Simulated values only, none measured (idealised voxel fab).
process module | voxel gate over fins
cross-section cut | 180 nm wide | cells 5 nm
A cross-section is a grid of square cells, given in bands from the top down. A band is one or more rows of cells.
Each band's line starts with the height of the band's top and of its bottom, in nm. Then come its materials from left to right, each with its width in nm. One material with "throughout" fills the band from edge to edge. "air" is empty space.
Height 0 is the level under which the wafer as received is all one material. The lowest band goes on downwards, as in "0 down".
A width such as "30 to 40" changes by the same amount from each row of cells to the next, from the band's top row to its bottom row.
"no change" after a step means that no cell of the cross-section changed.
closed voids: empty space of 8 cells or more with no open way to the top, each as width x height at its distance from the left edge, in nm
after a step's settings: what the simulator itself notes on the step
overlay nm, on a step with a mask: how far to the right of its planned place the mask lay; to the left if negative
plan
1 op RECEIVE | material Si
2 op CONFORMAL_DEP | material SiN | thk nm 10
3 op PATTERN | tone cover | mask id FINS | material resist | width nm 15 | pitch nm 35 | thk nm 20 | overlay nm 0
4 op DIRECTIONAL_ETCH | etch materials SiN | depth nm 10
5 op DIRECTIONAL_ETCH | etch materials Si | depth nm 35
6 op STRIP | etch materials resist
7 op OXIDIZE | depth nm 5
8 op FILL_DEP | material SiO2 | thk nm 5
9 op CMP | height nm 10
10 op SELECTIVE_ETCH | etch materials SiO2 | depth nm 25
11 op STRIP | etch materials SiN
12 op CONFORMAL_DEP | material HfO2 | thk nm 5
13 op CONFORMAL_DEP | material TiN | thk nm 5
14 op FILL_DEP | material W | thk nm 10
15 op CMP | height nm 15
16 op CONFORMAL_DEP | material SiN | thk nm 5
as received, after step 1
  0 down: Si throughout
  closed voids: none
first wafer at the end, as planned
  20 to 15: SiN throughout
  15 to 10: W throughout
  10 to 5: W 25 | TiN 25 | W 10 | TiN 25 | W 10 | TiN 25 | W 10 | TiN 25 | W 25
  5 to 0: W 25 | TiN 5 | HfO2 15 | TiN 5 | W 10 | TiN 5 | HfO2 15 | TiN 5 | W 10 | TiN 5 | HfO2 15 | TiN 5 | W 10 | TiN 5 | HfO2 15 | TiN 5 | W 25
  0 to -5: W 25 | TiN 5 | HfO2 5 | Si 5 | HfO2 5 | TiN 5 | W 10 | TiN 5 | HfO2 5 | Si 5 | HfO2 5 | TiN 5 | W 10 | TiN 5 | HfO2 5 | Si 5 | HfO2 5 | TiN 5 | W 10 | TiN 5 | HfO2 5 | Si 5 | HfO2 5 | TiN 5 | W 25
  -5 to -10: TiN 30 | HfO2 5 | Si 5 | HfO2 5 | TiN 20 | HfO2 5 | Si 5 | HfO2 5 | TiN 20 | HfO2 5 | Si 5 | HfO2 5 | TiN 20 | HfO2 5 | Si 5 | HfO2 5 | TiN 30
  -10 to -15: HfO2 35 | Si 5 | HfO2 30 | Si 5 | HfO2 30 | Si 5 | HfO2 30 | Si 5 | HfO2 35
  -15 to -40: SiO2 35 | Si 5 | SiO2 30 | Si 5 | SiO2 30 | Si 5 | SiO2 30 | Si 5 | SiO2 35
  -40 down: Si throughout
  closed voids: none
second wafer at the end: like start, like plan, one mistake
  20 to 15: SiN throughout
  15 to 5: W throughout
  5 to 0: W 30 | TiN 15 | W 20 | TiN 15 | W 20 | TiN 15 | W 20 | TiN 15 | W 30
  0 to -10: W 30 | TiN 5 | Si 5 | TiN 5 | W 20 | TiN 5 | Si 5 | TiN 5 | W 20 | TiN 5 | Si 5 | TiN 5 | W 20 | TiN 5 | Si 5 | TiN 5 | W 30
  -10 to -15: TiN 35 | Si 5 | TiN 30 | Si 5 | TiN 30 | Si 5 | TiN 30 | Si 5 | TiN 35
  -15 to -40: SiO2 35 | Si 5 | SiO2 30 | Si 5 | SiO2 30 | Si 5 | SiO2 30 | Si 5 | SiO2 35
  -40 down: Si throughout
  closed voids: none
what went wrong: step 12 was left out
at the end the second wafer has, in cells: 60 fewer of HfO2 | 60 more of W
